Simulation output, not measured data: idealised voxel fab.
The name of this process module is voxel wiring stack.
For reference, the cross-section in this document is cut, with width 165 nm and square cells of 5 nm.
A cross-section in this document is a grid of square cells, and it is written down as bands, the top band listed before the ones below it; a band is made up of one or more rows of cells.
What a band's entry tells you: where the top is and where the bottom is, as heights in nm, and after that what lies inside, material by material from left to right, each with its width in nm. Empty space is written as the word "empty", and a single material marked with the word "everywhere" occupies the band from edge to edge.
Ref level 0: as-received wafer is one material below here. Bottom band extends down with no lower bound ("0 nm and below").
Per-row width for "30 to 40": begins at first number (top row of band), ends at second number (bottom row), increment between rows held constant.
Where the words "stayed the same" appear for a step, the cross-section shows no cell changed by that step; every cell remained as before.
For the entry "Enclosed voids", the listed items are empty spaces with no open way to the top whose size is 8 cells or more; each item follows the pattern width x height at distance, where distance is from the left edge and all three are in nm.
It should be noted that, on the line of a given step, the content following the step's settings is a remark produced by the simulator itself with respect to that step.
When a step includes a mask, the "overlay nm" setting on its line states how far to the right of its planned place that mask lay, and negative values state how far to the left.
## The process steps that were planned are listed below
1,RECEIVE (material Si)
2,CONFORMAL_DEP (material SiO2; thk nm 15)
3,DIRECTIONAL_DEP (material TiN; thk nm 5)
4,DIRECTIONAL_DEP (material Ru; thk nm 15)
5,MASKED_ETCH (tone cover; mask id METAL_1; width nm 25; pitch nm 50; etch materials Ru; depth nm 15; overlay nm 0)
6,MASKED_ETCH (tone cover; mask id METAL_1; width nm 25; pitch nm 50; etch materials TiN; depth nm 5; overlay nm 0)
7,CONFORMAL_DEP (material SiCN; thk nm 5)
8,FILL_DEP (material SiO2; thk nm 10)
9,CMP (height nm 35)
10,CONFORMAL_DEP (material SiCN; thk nm 5)
11,DIRECTIONAL_DEP (material SiO2; thk nm 30)
12,MASKED_ETCH (tone open; mask id METAL_2; width nm 25; pitch nm 50; etch materials SiO2; depth nm 15; overlay nm 0)
13,MASKED_ETCH (tone open; mask id METAL_2_HOLES; width nm 15; etch materials SiO2; depth nm 15; overlay nm 0)
14,MASKED_ETCH (tone open; mask id METAL_2_HOLES; width nm 15; etch materials SiCN; depth nm 5; overlay nm 0)
15,CONFORMAL_DEP (material TiN; thk nm 5)
16,FILL_DEP (material Cu; thk nm 5)
17,CMP (height nm 70)
18,CONFORMAL_DEP (material SiCN; thk nm 5)
## First of two wafers, with the run carried out as planned
## as received, after step 1
> 0 nm and below  Si everywhere
> Enclosed voids: none
## You're looking at a cross-section of the wafer after step 2
> 15 nm to 0 nm  SiO2 everywhere
> For the remainder of the cross-section, below 0, there is no change.
## You're looking at a cross-section of the wafer after step 3
> 20 nm to 15 nm  TiN everywhere
> For the remainder of the cross-section, below 15, there is no change.
## You're looking at a cross-section of the wafer after step 4
> 35 nm to 20 nm  Ru everywhere
> For the remainder of the cross-section, below 20, there is no change.
## You're looking at a cross-section of the wafer after step 5
> 35 nm to 20 nm  empty=45 | Ru=25 | empty=25 | Ru=25 | empty=45
> For the remainder of the cross-section, below 20, there is no change.
## You're looking at a cross-section of the wafer after step 6
> 35 nm to 20 nm  empty=45 | Ru=25 | empty=25 | Ru=25 | empty=45
> 20 nm to 15 nm  empty=45 | TiN=25 | empty=25 | TiN=25 | empty=45
> For the remainder of the cross-section, below 15, there is no change.
## You're looking at a cross-section of the wafer after step 7
> 40 nm to 35 nm  empty=40 | SiCN=35 | empty=15 | SiCN=35 | empty=40
> 35 nm to 20 nm  empty=40 | SiCN=5 | Ru=25 | SiCN=5 | empty=15 | SiCN=5 | Ru=25 | SiCN=5 | empty=40
> 20 nm to 15 nm  SiCN=45 | TiN=25 | SiCN=25 | TiN=25 | SiCN=45
> For the remainder of the cross-section, below 15, there is no change.
## You're looking at a cross-section of the wafer after step 8
> 50 nm to 40 nm  SiO2 everywhere
> 40 nm to 35 nm  SiO2=40 | SiCN=35 | SiO2=15 | SiCN=35 | SiO2=40
> 35 nm to 20 nm  SiO2=40 | SiCN=5 | Ru=25 | SiCN=5 | SiO2=15 | SiCN=5 | Ru=25 | SiCN=5 | SiO2=40
> For the remainder of the cross-section, below 20, there is no change.
## You're looking at a cross-section of the wafer after step 9
> 35 nm to 20 nm  SiO2=40 | SiCN=5 | Ru=25 | SiCN=5 | SiO2=15 | SiCN=5 | Ru=25 | SiCN=5 | SiO2=40
> For the remainder of the cross-section, below 20, there is no change.
## You're looking at a cross-section of the wafer after step 10
> 40 nm to 35 nm  SiCN everywhere
> For the remainder of the cross-section, below 35, there is no change.
## You're looking at a cross-section of the wafer after step 11
> 70 nm to 40 nm  SiO2 everywhere
> For the remainder of the cross-section, below 40, there is no change.
## You're looking at a cross-section of the wafer after step 12
> 70 nm to 55 nm  SiO2=45 | empty=25 | SiO2=25 | empty=25 | SiO2=45
> For the remainder of the cross-section, below 55, there is no change.
## You're looking at a cross-section of the wafer after step 13
> 70 nm to 55 nm  SiO2=45 | empty=25 | SiO2=25 | empty=25 | SiO2=45
> 55 nm to 40 nm  SiO2=45 | empty=15 | SiO2=105
> For the remainder of the cross-section, below 40, there is no change.
## You're looking at a cross-section of the wafer after step 14
> 70 nm to 55 nm  SiO2=45 | empty=25 | SiO2=25 | empty=25 | SiO2=45
> 55 nm to 40 nm  SiO2=45 | empty=15 | SiO2=105
> 40 nm to 35 nm  SiCN=45 | empty=15 | SiCN=105
> For the remainder of the cross-section, below 35, there is no change.
## You're looking at a cross-section of the wafer after step 15
> 75 nm to 70 nm  TiN=50 | empty=15 | TiN=35 | empty=15 | TiN=50
> 70 nm to 60 nm  SiO2=45 | TiN=5 | empty=15 | TiN=5 | SiO2=25 | TiN=5 | empty=15 | TiN=5 | SiO2=45
> 60 nm to 55 nm  SiO2=45 | TiN=5 | empty=5 | TiN=15 | SiO2=25 | TiN=25 | SiO2=45
> 55 nm to 40 nm  SiO2=45 | TiN=5 | empty=5 | TiN=5 | SiO2=105
> 40 nm to 35 nm  SiCN=45 | TiN=15 | SiCN=105
> For the remainder of the cross-section, below 35, there is no change.
## You're looking at a cross-section of the wafer after step 16
> 80 nm to 75 nm  Cu everywhere
> 75 nm to 70 nm  TiN=50 | Cu=15 | TiN=35 | Cu=15 | TiN=50
> 70 nm to 60 nm  SiO2=45 | TiN=5 | Cu=15 | TiN=5 | SiO2=25 | TiN=5 | Cu=15 | TiN=5 | SiO2=45
> 60 nm to 55 nm  SiO2=45 | TiN=5 | Cu=5 | TiN=15 | SiO2=25 | TiN=25 | SiO2=45
> 55 nm to 40 nm  SiO2=45 | TiN=5 | Cu=5 | TiN=5 | SiO2=105
> For the remainder of the cross-section, below 40, there is no change.
## You're looking at a cross-section of the wafer after step 17
> 70 nm to 60 nm  SiO2=45 | TiN=5 | Cu=15 | TiN=5 | SiO2=25 | TiN=5 | Cu=15 | TiN=5 | SiO2=45
> For the remainder of the cross-section, below 60, there is no change.
## You're looking at a cross-section of the wafer after step 18
> 75 nm to 70 nm  SiCN everywhere
> For the remainder of the cross-section, below 70, there is no change.
## Second of two: same start, same plan, one run error; steps up to and including 11 match the first
## Cross-sectional representation of the second wafer at the time designated in the plan for the completion of step 12
> 70 nm to 55 nm  SiO2=50 | empty=20 | SiO2=30 | empty=20 | SiO2=45
> For the remainder of the cross-section, below 55, there is no change.
## Cross-sectional representation of the second wafer at the time designated in the plan for the completion of step 13
> 70 nm to 55 nm  SiO2=45 | empty=25 | SiO2=30 | empty=20 | SiO2=45
> 55 nm to 40 nm  SiO2=50 | empty=10 | SiO2=105
> For the remainder of the cross-section, below 40, there is no change.
## Cross-sectional representation of the second wafer at the time designated in the plan for the completion of step 14
> 70 nm to 55 nm  SiO2=45 | empty=25 | SiO2=30 | empty=20 | SiO2=45
> 55 nm to 40 nm  SiO2=50 | empty=10 | SiO2=105
> 40 nm to 35 nm  SiCN=50 | empty=10 | SiCN=105
> For the remainder of the cross-section, below 35, there is no change.
## Cross-sectional representation of the second wafer at the time designated in the plan for the completion of step 15
> 75 nm to 70 nm  TiN=50 | empty=15 | TiN=40 | empty=10 | TiN=50
> 70 nm to 60 nm  SiO2=45 | TiN=5 | empty=15 | TiN=5 | SiO2=30 | TiN=5 | empty=10 | TiN=5 | SiO2=45
> 60 nm to 55 nm  SiO2=45 | TiN=25 | SiO2=30 | TiN=20 | SiO2=45
> 55 nm to 40 nm  SiO2=50 | TiN=10 | SiO2=105
> 40 nm to 35 nm  SiCN=50 | TiN=10 | SiCN=105
> For the remainder of the cross-section, below 35, there is no change.
## Cross-sectional representation of the second wafer at the time designated in the plan for the completion of step 16
> 80 nm to 75 nm  Cu everywhere
> 75 nm to 70 nm  TiN=50 | Cu=15 | TiN=40 | Cu=10 | TiN=50
> 70 nm to 60 nm  SiO2=45 | TiN=5 | Cu=15 | TiN=5 | SiO2=30 | TiN=5 | Cu=10 | TiN=5 | SiO2=45
> For the remainder of the cross-section, below 60, there is no change.
## Cross-sectional representation of the second wafer at the time designated in the plan for the completion of step 17
> 70 nm to 60 nm  SiO2=45 | TiN=5 | Cu=15 | TiN=5 | SiO2=30 | TiN=5 | Cu=10 | TiN=5 | SiO2=45
> For the remainder of the cross-section, below 60, there is no change.
## Cross-sectional representation of the second wafer at the time designated in the plan for the completion of step 18
> 75 nm to 70 nm  SiCN everywhere
> For the remainder of the cross-section, below 70, there is no change.
Which mistake was made when the wafer was run? step 12 was run on a setting that differed from the plan, and what really ran there is MASKED_ETCH (tone open; mask id METAL_2; width nm 20; pitch nm 50; etch materials SiO2; depth nm 15; overlay nm 0)
End of process, cell counts, second wafer against first, materials with more or fewer: Cu: 6 fewer; SiCN: 1 more; SiO2: 6 more; TiN: 1 fewer
